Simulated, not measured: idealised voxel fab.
Module name: voxel self aligned vias (process module)
We display cut, a cross-section 175 nm in width whose square cells are each 5 nm.
The cross-sections in this document take the form of a grid made of square cells. They are written out as bands, in order from top to bottom. Each band consists of one or more rows of cells.
In this notation a band is specified by the heights of its top and bottom, in that order and in nm, after which its materials appear from left to right, each paired with its width in nm. The word "full width" attached to a single material means that material fills the band from edge to edge; the word "blank" stands for empty space.
The reference from which all heights are counted is 0, the level beneath which the as-received wafer is entirely one material; the lowest band, having no lower bound, proceeds downward and is written after the example "z 0 and below".
So if you see something like "30->40" for the width, read it as the top row of the band sitting at the first number and the bottom row at the second, with every row in between moving by the same amount as the last.
Reading "changes: none" for a step: not a cell of the cross-section changed in it.
Any empty space of 8 cells or more lacking an open way to the top shows up in "Closed void roster" as width x height at distance, distance from the left edge, in nm.
Heads up: the bit after the settings on a step's line is the simulator's remark on that step.
overlay nm: on a step with a mask, how far right of its planned place the mask lay; negative means left.

The planned process steps are enumerated hereunder
1) RECEIVE with material Si
2) CONFORMAL_DEP with material SiO2, thk nm 15
3) CONFORMAL_DEP with material SiCN, thk nm 5
4) DIRECTIONAL_DEP with material lowk, thk nm 20
5) MASKED_ETCH with tone open, mask id LINES, width nm 30, pitch nm 70, etch materials lowk, depth nm 20, overlay nm 0
6) CONFORMAL_DEP with material TiN, thk nm 5
7) FILL_DEP with material Ru, thk nm 10
8) CMP with height nm 40
9) SELECTIVE_ETCH with etch materials W Ru TiN, depth nm 5
10) FILL_DEP with material SiN, thk nm 10
11) CMP with height nm 40
12) DIRECTIONAL_DEP with material lowk, thk nm 20
13) DIRECTIONAL_DEP with material aC, thk nm 15
14) PATTERN with tone open, mask id VIAS, material resist, width nm 40, pitch nm 70, thk nm 30, overlay nm 0
15) DIRECTIONAL_ETCH with etch materials aC, depth nm 15
16) STRIP with etch materials resist
17) DIRECTIONAL_ETCH with etch materials lowk, depth nm 20
18) DIRECTIONAL_ETCH with etch materials SiN, depth nm 5
19) STRIP with etch materials aC
20) CONFORMAL_DEP with material TiN, thk nm 5
21) FILL_DEP with material Ru, thk nm 10
22) CMP with height nm 60
23) CONFORMAL_DEP with material SiCN, thk nm 5

This is the cross-section of the wafer as we received it, i.e. after step 1
> z 0 and below  Si full width
> Closed void roster: none

The first of two wafers, cross-sectioned at the end of the module, with the run proceeding as planned
> z 65 to 60  SiCN full width
> z 60 to 45  lowk (30), then TiN (5), then Ru (30), then TiN (5), then lowk (30), then TiN (5), then Ru (30), then TiN (5), then lowk (35)
> z 45 to 40  lowk (30), then TiN (10), then Ru (20), then TiN (10), then lowk (30), then TiN (10), then Ru (20), then TiN (10), then lowk (35)
> z 40 to 35  lowk (35), then TiN (30), then lowk (40), then TiN (30), then lowk (40)
> z 35 to 25  lowk (35), then TiN (5), then Ru (20), then TiN (5), then lowk (40), then TiN (5), then Ru (20), then TiN (5), then lowk (40)
> z 25 to 20  lowk (35), then TiN (30), then lowk (40), then TiN (30), then lowk (40)
> z 20 to 15  SiCN full width
> z 15 to 0  SiO2 full width
> z 0 and below  Si full width
> Closed void roster: none

Cross-sectional view: second of two wafers, end of module; start and plan identical to the first, one mistake in running
> z 65 to 60  SiCN full width
> z 60 to 40  lowk (35), then TiN (5), then Ru (20), then TiN (5), then lowk (40), then TiN (5), then Ru (20), then TiN (5), then lowk (40)
> z 40 to 35  lowk (35), then TiN (30), then lowk (40), then TiN (30), then lowk (40)
> z 35 to 25  lowk (35), then TiN (5), then Ru (20), then TiN (5), then lowk (40), then TiN (5), then Ru (20), then TiN (5), then lowk (40)
> z 25 to 20  lowk (35), then TiN (30), then lowk (40), then TiN (30), then lowk (40)
> z 20 to 15  SiCN full width
> z 15 to 0  SiO2 full width
> z 0 and below  Si full width
> Closed void roster: none
The plan and the run diverged here: the process deviated at step 14: the operation and settings actually run there were PATTERN with tone open, mask id VIAS, material resist, width nm 30, pitch nm 70, thk nm 30, overlay nm 0
Wafer comparison, final, in cells, second relative to first, materials more or fewer: -12 Ru | -4 TiN | +16 lowk
